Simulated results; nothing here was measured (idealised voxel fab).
process module | voxel ribs on slabs
cross-section cut | 290 nm wide | cells 5 nm
A cross-section is a grid of square cells, given in bands from the top down. A band is one or more rows of cells.
Each band's line starts with the height of the band's top and of its bottom, in nm. Then come its materials from left to right, each with its width in nm. One material with "throughout" fills the band from edge to edge. "air" is empty space.
Height 0 is the level under which the wafer as received is all one material. The lowest band goes on downwards, as in "0 down".
A width such as "30 to 40" changes by the same amount from each row of cells to the next, from the band's top row to its bottom row.
"no change" after a step means that no cell of the cross-section changed.
closed voids: empty space of 8 cells or more with no open way to the top, each as width x height at its distance from the left edge, in nm
after a step's settings: what the simulator itself notes on the step
overlay nm, on a step with a mask: how far to the right of its planned place the mask lay; to the left if negative
plan
1 op RECEIVE | material Si
2 op DIRECTIONAL_DEP | material SiO2 | thk nm 20
3 op DIRECTIONAL_DEP | material polySi | thk nm 15
4 op MASKED_ETCH | tone cover | mask id RIB | width nm 25 | etch materials polySi | depth nm 5 | overlay nm 0
5 op DIRECTIONAL_DEP | material aC | thk nm 10
6 op PATTERN | tone cover | mask id SLAB | material resist | width nm 75 | thk nm 25 | overlay nm 0
7 op DIRECTIONAL_ETCH | etch materials aC | depth nm 10
8 op STRIP | etch materials resist
9 op DIRECTIONAL_ETCH | etch materials polySi | depth nm 10
10 op STRIP | etch materials aC
11 op FILL_DEP | material SiO2 | thk nm 20
12 op CMP | height nm 45
13 op DIRECTIONAL_DEP | material TiN | thk nm 5
14 op DIRECTIONAL_DEP | material aC | thk nm 15
15 op PATTERN | tone cover | mask id HEATER | material resist | width nm 35 | thk nm 35 | overlay nm 0
16 op DIRECTIONAL_ETCH | etch materials aC | depth nm 15
17 op STRIP | etch materials resist
18 op DIRECTIONAL_ETCH | etch materials TiN | depth nm 5
19 op STRIP | etch materials aC
20 op CONFORMAL_DEP | material SiO2 | thk nm 5
first wafer, as planned
as received, after step 1
  0 down: Si throughout
  closed voids: none
after step 2
  20 to 0: SiO2 throughout
  below 0: unchanged
after step 3
  35 to 20: polySi throughout
  below 20: unchanged
after step 4
  35 to 30: air 130 | polySi 25 | air 135
  below 30: unchanged
after step 5
  45 to 40: air 130 | aC 25 | air 135
  40 to 35: aC throughout
  35 to 30: aC 130 | polySi 25 | aC 135
  below 30: unchanged
after step 6
  70 to 45: air 105 | resist 75 | air 110
  45 to 40: air 105 | resist 25 | aC 25 | resist 25 | air 110
  below 40: unchanged
after step 7
  60 to 45: air 105 | resist 75 | air 110
  45 to 40: air 105 | resist 25 | aC 25 | resist 25 | air 110
  40 to 35: air 105 | aC 75 | air 110
  35 to 30: air 105 | aC 25 | polySi 25 | aC 25 | air 110
  below 30: unchanged
after step 8
  45 to 35: air 130 to 105 | aC 25 to 75 | air 135 to 110
  below 35: unchanged
after step 9
  45 to 35: air 130 to 105 | aC 25 to 75 | air 135 to 110
  35 to 30: air 105 | aC 25 | polySi 25 | aC 25 | air 110
  30 to 20: air 105 | polySi 75 | air 110
  below 20: unchanged
after step 10
  35 to 30: air 130 | polySi 25 | air 135
  below 30: unchanged
after step 11
  55 to 35: SiO2 throughout
  35 to 30: SiO2 130 | polySi 25 | SiO2 135
  30 to 20: SiO2 105 | polySi 75 | SiO2 110
  below 20: unchanged
after step 12
  45 to 35: SiO2 throughout
  below 35: unchanged
after step 13
  50 to 45: TiN throughout
  below 45: unchanged
after step 14
  65 to 50: aC throughout
  below 50: unchanged
after step 15
  100 to 65: air 125 | resist 35 | air 130
  below 65: unchanged
after step 16
  85 to 65: air 125 | resist 35 | air 130
  65 to 50: air 125 | aC 35 | air 130
  below 50: unchanged
after step 17
  65 to 50: air 125 | aC 35 | air 130
  below 50: unchanged
after step 18
  65 to 50: air 125 | aC 35 | air 130
  50 to 45: air 125 | TiN 35 | air 130
  below 45: unchanged
after step 19
  50 to 45: air 125 | TiN 35 | air 130
  below 45: unchanged
after step 20
  55 to 50: air 120 | SiO2 45 | air 125
  50 to 45: SiO2 125 | TiN 35 | SiO2 130
  below 45: unchanged
second wafer: like start, like plan, one mistake. Through step 13 it matches the first wafer
when step 14 should have ended
  65 to 50: SiO2 throughout
  below 50: unchanged
when step 15 should have ended
  100 to 65: air 125 | resist 35 | air 130
  below 65: unchanged
when step 16 should have ended
  85 to 65: air 125 | resist 35 | air 130
  below 65: unchanged
when step 17 should have ended
  65 to 50: SiO2 throughout
  below 50: unchanged
when step 18 should have ended: no change
when step 19 should have ended: no change
when step 20 should have ended
  70 to 50: SiO2 throughout
  below 50: unchanged
what went wrong: step 14 ran as: op DIRECTIONAL_DEP | material SiO2 | thk nm 15
at the end the second wafer has, in cells: 172 more of SiO2 | 51 more of TiN
